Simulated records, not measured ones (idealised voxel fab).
Proc. module: voxel gate over fins
Xsec cut, 280 nm wide, square cell size 5 nm.
A cross-section is a grid of square cells, given in bands from the top down. A band is one or more rows of cells. Read a band's entry like this: the first values are the height of its top and the height of its bottom in nm, and what follows is the sequence of materials from left to right, each with its width in nm. Note that "air" is empty space, and that a single material marked "everywhere" reaches across the band from edge to edge. Beneath 0, the wafer as received is one material, and that level is where height counting begins. The lowest band goes on downward without a bottom; it is written like "0 and below". Width spec "30..40" -> top row of cells at first value, bottom row at second value, equal per-row change in between. "no change occurred", as given for a step, is the statement that not any cell of the cross-section underwent a change during that step. "Closed void register" lists enclosed empty spaces (at least 8 cells, no open path upward to the top), each as width x height at distance from the left edge, in nm. What comes after the settings on a step's line is commentary from the simulator itself on that step. Each step line may optionally specify "overlay nm", which for a step with a mask gives the rightward distance between the mask's planned place and where it lay, a negative value indicating the leftward direction.

## Process steps - plan
1. RECEIVE,material Si
2. CONFORMAL_DEP,material SiN,thk nm 5
3. PATTERN,tone cover,mask id FINS,material resist,width nm 15,pitch nm 55,thk nm 15,overlay nm 0
4. DIRECTIONAL_ETCH,etch materials SiN,depth nm 5
5. DIRECTIONAL_ETCH,etch materials Si,depth nm 35
6. STRIP,etch materials resist
7. OXIDIZE,depth nm 5
8. FILL_DEP,material SiO2,thk nm 15
9. CMP,height nm 5
10. DIRECTIONAL_DEP,material aC,thk nm 10
11. PATTERN,tone open,mask id RAIL,material resist,width nm 15,thk nm 25,overlay nm 0
12. DIRECTIONAL_ETCH,etch materials aC,depth nm 5
13. STRIP,etch materials resist
14. DIRECTIONAL_ETCH,etch materials SiO2,depth nm 35
15. STRIP,etch materials aC
16. CONFORMAL_DEP,material TiN,thk nm 5
17. FILL_DEP,material W,thk nm 5
18. CMP,height nm 5
19. SELECTIVE_ETCH,etch materials W Ru TiN,depth nm 25
20. FILL_DEP,material SiO2,thk nm 5
21. CMP,height nm 5
22. SELECTIVE_ETCH,etch materials SiO2,depth nm 15
23. STRIP,etch materials SiN
24. CONFORMAL_DEP,material HfO2,thk nm 5
25. CONFORMAL_DEP,material TiN,thk nm 5
26. CONFORMAL_DEP,material TiAl,thk nm 5
27. CONFORMAL_DEP,material TiN,thk nm 5
28. FILL_DEP,material W,thk nm 15
29. CMP,height nm 30
30. CONFORMAL_DEP,material SiN,thk nm 5
The depth nm used in step 12 is not the same on every wafer, whereas the starting condition is; the value printed in the plan is the first wafer's.

## Cross-section: the first of several wafers in its as-received state, i.e. following step 1
0 and below = Si everywhere
Closed void register: none

## End of the module, past its last step, step 30: how the first of several wafers looks in cross-section
35 down to 30 = SiN everywhere
30 down to 20 = W everywhere
20 down to 15 = 60 of W / 45 of TiN / 10 of W / 45 of TiN / 10 of W / 45 of TiN / 65 of W
15 down to 10 = 60 of W / 5 of TiN / 35 of TiAl / 5 of TiN / 10 of W / 5 of TiN / 35 of TiAl / 5 of TiN / 10 of W / 5 of TiN / 35 of TiAl / 5 of TiN / 65 of W
10 down to 5 = 65 of TiN / 5 of TiAl / 25 of TiN / 5 of TiAl / 20 of TiN / 5 of TiAl / 25 of TiN / 5 of TiAl / 20 of TiN / 5 of TiAl / 25 of TiN / 5 of TiAl / 70 of TiN
5 down to 0 = 70 of TiAl / 5 of TiN / 15 of HfO2 / 5 of TiN / 30 of TiAl / 5 of TiN / 15 of HfO2 / 5 of TiN / 30 of TiAl / 5 of TiN / 15 of HfO2 / 5 of TiN / 75 of TiAl
0 down to -5 = 75 of TiN / 5 of HfO2 / 5 of Si / 5 of HfO2 / 40 of TiN / 5 of HfO2 / 5 of Si / 5 of HfO2 / 40 of TiN / 5 of HfO2 / 5 of Si / 5 of HfO2 / 80 of TiN
-5 down to -10 = 80 of HfO2 / 5 of Si / 50 of HfO2 / 5 of Si / 50 of HfO2 / 5 of Si / 85 of HfO2
-10 down to -40 = 80 of SiO2 / 5 of Si / 50 of SiO2 / 5 of Si / 50 of SiO2 / 5 of Si / 85 of SiO2
-40 and below = Si everywhere
Closed void register: none

## Cross-section of the final wafer among several, taken at the end of the module
35 down to 30 = SiN everywhere
30 down to 20 = W everywhere
20 down to 15 = 60 of W / 45 of TiN / 10 of W / 45 of TiN / 10 of W / 45 of TiN / 65 of W
15 down to 10 = 60 of W / 5 of TiN / 35 of TiAl / 5 of TiN / 10 of W / 5 of TiN / 35 of TiAl / 5 of TiN / 10 of W / 5 of TiN / 35 of TiAl / 5 of TiN / 65 of W
10 down to 5 = 65 of TiN / 5 of TiAl / 25 of TiN / 5 of TiAl / 20 of TiN / 5 of TiAl / 25 of TiN / 5 of TiAl / 20 of TiN / 5 of TiAl / 25 of TiN / 5 of TiAl / 70 of TiN
5 down to 0 = 70 of TiAl / 5 of TiN / 15 of HfO2 / 5 of TiN / 30 of TiAl / 5 of TiN / 15 of HfO2 / 5 of TiN / 30 of TiAl / 5 of TiN / 15 of HfO2 / 5 of TiN / 75 of TiAl
0 down to -5 = 75 of TiN / 5 of HfO2 / 5 of Si / 5 of HfO2 / 40 of TiN / 5 of HfO2 / 5 of Si / 5 of HfO2 / 40 of TiN / 5 of HfO2 / 5 of Si / 5 of HfO2 / 80 of TiN
-5 down to -10 = 80 of HfO2 / 5 of Si / 50 of HfO2 / 5 of Si / 50 of HfO2 / 5 of Si / 85 of HfO2
-10 down to -20 = 80 of SiO2 / 5 of Si / 50 of SiO2 / 5 of Si / 50 of SiO2 / 5 of Si / 85 of SiO2
-20 down to -25 = 80 of SiO2 / 5 of Si / 15 of SiO2 / 5 of TiN / 5 of W / 5 of TiN / 20 of SiO2 / 5 of Si / 50 of SiO2 / 5 of Si / 85 of SiO2
-25 down to -30 = 80 of SiO2 / 5 of Si / 15 of SiO2 / 15 of TiN / 20 of SiO2 / 5 of Si / 50 of SiO2 / 5 of Si / 85 of SiO2
-30 down to -40 = 80 of SiO2 / 5 of Si / 50 of SiO2 / 5 of Si / 50 of SiO2 / 5 of Si / 85 of SiO2
-40 and below = Si everywhere
Closed void register: none

## Heads up, this table goes wafer by wafer. A row tells you, at the end of the module, how many cells of each material that wafer has put on (+) or dropped (-) since it was received, and then its closed voids
depth nm 5; +68 HfO2; -424 Si; +56 SiN; +318 SiO2; +68 TiAl; +136 TiN; +170 W; Closed void register: none
depth nm 10; +68 HfO2; -424 Si; +56 SiN; +312 SiO2; +68 TiAl; +141 TiN; +171 W; Closed void register: none
depth nm 15; +68 HfO2; -424 Si; +56 SiN; +312 SiO2; +68 TiAl; +141 TiN; +171 W; Closed void register: none
depth nm 20; +68 HfO2; -424 Si; +56 SiN; +312 SiO2; +68 TiAl; +141 TiN; +171 W; Closed void register: none
depth nm 25; +68 HfO2; -424 Si; +56 SiN; +312 SiO2; +68 TiAl; +141 TiN; +171 W; Closed void register: none
